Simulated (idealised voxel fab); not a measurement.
The following process module bears the name voxel capacitor over wiring.
Square cells of 5 nm make up the cross-section cut, whose width is 175 nm.
We lay out every cross-section as a grid of square cells and spell it out in bands from the top down, where one band means one or more rows of cells. It is stipulated that each band's entry specify, in nanometres, the height of the top of the band and then that of its bottom, followed by the materials of the band in left-to-right sequence, each together with its width in nanometres. A single material marked by the word "edge to edge" is understood to fill the band from edge to edge; the word "empty" is understood to denote empty space. Convention: height 0 is the level below which the wafer, as received, is all one material. The lowest band does not terminate at the bottom but continues downward, represented as "top 0, no bottom". The expression "30 to 40" gives the width at the extremes of the band, the first number at its top row of cells and the second at its bottom row, with the width changing by equal amounts from each row to the next in between. Where the words "no alteration" appear for a step, the cross-section shows no cell changed by that step; every cell remained as before. "Voids, fully enclosed" specifies each empty space that is not open to the top and that occupies no fewer than 8 cells, using the form width x height at distance, the distance measured from the left edge and all three quantities in nm. Read whatever lies past the settings on a step's line as the simulator's own remark about the step. overlay nm: for a step with a mask, the amount by which the mask lay right of where it was planned; a negative amount means left of it.

The following list gives the planned process steps:
1 RECEIVE with material Si
2 CONFORMAL_DEP with material SiO2, thk nm 15
3 CONFORMAL_DEP with material SiCN, thk nm 5
4 DIRECTIONAL_DEP with material SiO2, thk nm 15
5 PATTERN with tone open, mask id METAL_1, material resist, width nm 25, pitch nm 80, thk nm 20, overlay nm 0
6 DIRECTIONAL_ETCH with etch materials SiO2, depth nm 15
7 DIRECTIONAL_ETCH with etch materials SiCN, depth nm 5
8 STRIP with etch materials resist
9 CONFORMAL_DEP with material TiN, thk nm 5
10 FILL_DEP with material W, thk nm 10
11 CMP with height nm 35
12 CONFORMAL_DEP with material SiCN, thk nm 5
13 DIRECTIONAL_DEP with material lowk, thk nm 20
14 DIRECTIONAL_DEP with material aC, thk nm 15
15 PATTERN with tone open, mask id PLUG_1, material resist, width nm 15, thk nm 35, overlay nm 0
16 DIRECTIONAL_ETCH with etch materials aC, depth nm 15
17 STRIP with etch materials resist
18 DIRECTIONAL_ETCH with etch materials lowk, depth nm 20
19 DIRECTIONAL_ETCH with etch materials SiCN, depth nm 5
20 STRIP with etch materials aC
21 EPI with material Ru, thk nm 10
22 EPI with material Ru, thk nm 10
23 EPI with material Ru, thk nm 5
24 DIRECTIONAL_DEP with material TiN, thk nm 10
25 DIRECTIONAL_DEP with material Al2O3, thk nm 5
26 DIRECTIONAL_DEP with material TiN, thk nm 5
27 PATTERN with tone cover, mask id UPPER_PLATE, material resist, width nm 60, thk nm 20, overlay nm 0
28 DIRECTIONAL_ETCH with etch materials TiN, depth nm 5
29 DIRECTIONAL_ETCH with etch materials Al2O3, depth nm 5
30 STRIP with etch materials resist
31 DIRECTIONAL_DEP with material aC, thk nm 10
32 PATTERN with tone cover, mask id LOWER_PLATE, material resist, width nm 70, thk nm 30, overlay nm 0
33 DIRECTIONAL_ETCH with etch materials aC, depth nm 10
34 STRIP with etch materials resist
35 DIRECTIONAL_ETCH with etch materials TiN, depth nm 10
36 STRIP with etch materials aC
37 FILL_DEP with material SiO2, thk nm 20
38 CMP with height nm 95
39 MASKED_ETCH with tone open, mask id PLUG_2, width nm 15, etch materials SiO2, depth nm 15, overlay nm 0
40 CONFORMAL_DEP with material TiN, thk nm 5
41 FILL_DEP with material Ru, thk nm 5
42 CMP with height nm 95
43 CONFORMAL_DEP with material SiCN, thk nm 5

The cross-section here shows the wafer as received, i.e. in its state after step 1:
    top 0, no bottom: Si edge to edge
    Voids, fully enclosed: none

End-of-module cross-section. Starting structure and process plan as above; one mistake made in running it:
    top 100, bottom 95: SiCN edge to edge
    top 95, bottom 85: SiO2 55 to 45 nm, then TiN 15 to 25 nm, then SiO2 105 nm
    top 85, bottom 80: SiO2 45 nm, then Al2O3 25 nm, then SiO2 105 nm
    top 80, bottom 75: SiO2 40 nm, then TiN 65 nm, then SiO2 70 nm
    top 75, bottom 70: SiO2 40 nm, then TiN 30 nm, then Al2O3 35 nm, then SiO2 70 nm
    top 70, bottom 60: SiO2 35 nm, then Ru 35 nm, then TiN 40 nm, then SiO2 65 nm
    top 60, bottom 40: lowk 45 nm, then Ru 15 nm, then lowk 115 nm
    top 40, bottom 35: SiCN 45 nm, then Ru 15 nm, then SiCN 115 nm
    top 35, bottom 20: SiO2 35 nm, then TiN 5 nm, then W 15 nm, then TiN 5 nm, then SiO2 55 nm, then TiN 5 nm, then W 15 nm, then TiN 5 nm, then SiO2 35 nm
    top 20, bottom 15: SiCN 35 nm, then TiN 25 nm, then SiCN 55 nm, then TiN 25 nm, then SiCN 35 nm
    top 15, bottom 0: SiO2 edge to edge
    top 0, no bottom: Si edge to edge
    Voids, fully enclosed: none
Error vs. plan: of the identical steps 21 and 22, one was run twice, which one not being known
